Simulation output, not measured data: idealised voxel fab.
The name of this process module is voxel ribs on slabs.
Section cut is 270 nm wide and gridded with 5 nm square cells.
We lay out every cross-section as a grid of square cells and spell it out in bands from the top down, where one band means one or more rows of cells.
Within each band entry, the heights of the top and of the bottom of the band appear first, in that order and in nm; the materials of the band then follow from left to right, each with its corresponding width in nm. The designation "throughout" on a single material indicates that it fills the band from edge to edge; the designation "empty" indicates empty space.
Below 0: as-received wafer, all one material; heights counted from there. Lowest band: no bottom, goes on down, written "0 nm and below".
Graded width ("30->40"): value in top row of band = first number; value in bottom row = second number; row-to-row change constant.
"no change occurred" (step): cross-section cells unchanged, all of them.
Empty spaces counting at least 8 cells and having no open way to the top are listed in "Closed void register". The notation width x height at distance is used for each, the distance being from the left edge and all three values in nm.
Past the settings on a step's line: simulator remark, on that step.
Among the settings permitted on a step's line is "overlay nm"; applied to a step with a mask, it specifies the extent to which the mask lay to the right of its planned position, whereas a negative figure signifies a position to the left.

**The following list gives the planned process steps**
1,RECEIVE, material Si
2,DIRECTIONAL_DEP, material SiO2, thk nm 30
3,DIRECTIONAL_DEP, material polySi, thk nm 20
4,PATTERN, tone cover, mask id RIB, material resist, width nm 15, thk nm 15, overlay nm 0
5,DIRECTIONAL_ETCH, etch materials polySi, depth nm 5
6,STRIP, etch materials resist
7,DIRECTIONAL_DEP, material aC, thk nm 15
8,PATTERN, tone cover, mask id SLAB, material resist, width nm 50, thk nm 35, overlay nm 0
9,DIRECTIONAL_ETCH, etch materials aC, depth nm 15
10,STRIP, etch materials resist
11,DIRECTIONAL_ETCH, etch materials polySi, depth nm 15
12,STRIP, etch materials aC
13,FILL_DEP, material SiO2, thk nm 25
14,CMP, height nm 65
15,DIRECTIONAL_DEP, material TiN, thk nm 5
16,PATTERN, tone cover, mask id HEATER, material resist, width nm 30, thk nm 15, overlay nm 0
17,DIRECTIONAL_ETCH, etch materials TiN, depth nm 5
18,STRIP, etch materials resist
19,CONFORMAL_DEP, material SiO2, thk nm 10
Be aware that, although all wafers share a common starting state, the width nm at step 4 differs among them, and the plan displays the first wafer's value.

**First wafer of several, as received: cross-section after step 1**
- 0 nm and below  Si throughout
- Closed void register: none

**First of several wafers in cross-section at module end, following the final step, step 19**
- 80 nm to 75 nm  empty (110) | SiO2 (50) | empty (110)
- 75 nm to 70 nm  SiO2 throughout
- 70 nm to 65 nm  SiO2 (120) | TiN (30) | SiO2 (120)
- 65 nm to 50 nm  SiO2 throughout
- 50 nm to 45 nm  SiO2 (130) | polySi (15) | SiO2 (125)
- 45 nm to 30 nm  SiO2 (110) | polySi (50) | SiO2 (110)
- 30 nm to 0 nm  SiO2 throughout
- 0 nm and below  Si throughout
- Closed void register: none

**The module's end: a cross-section of the last wafer**
- 80 nm to 75 nm  empty (110) | SiO2 (50) | empty (110)
- 75 nm to 70 nm  SiO2 throughout
- 70 nm to 65 nm  SiO2 (120) | TiN (30) | SiO2 (120)
- 65 nm to 50 nm  SiO2 throughout
- 50 nm to 45 nm  SiO2 (120) | polySi (35) | SiO2 (115)
- 45 nm to 30 nm  SiO2 (110) | polySi (50) | SiO2 (110)
- 30 nm to 0 nm  SiO2 throughout
- 0 nm and below  Si throughout
- Closed void register: none

**Each row below is a wafer at the end of the module, listing for every material the number of cells it has gained (+) or lost (-) since it was received, followed by its closed voids**
width nm 15, +781 SiO2, +6 TiN, +33 polySi, Closed void register: none
width nm 20, +780 SiO2, +6 TiN, +34 polySi, Closed void register: none
width nm 25, +779 SiO2, +6 TiN, +35 polySi, Closed void register: none
width nm 30, +778 SiO2, +6 TiN, +36 polySi, Closed void register: none
width nm 35, +777 SiO2, +6 TiN, +37 polySi, Closed void register: none
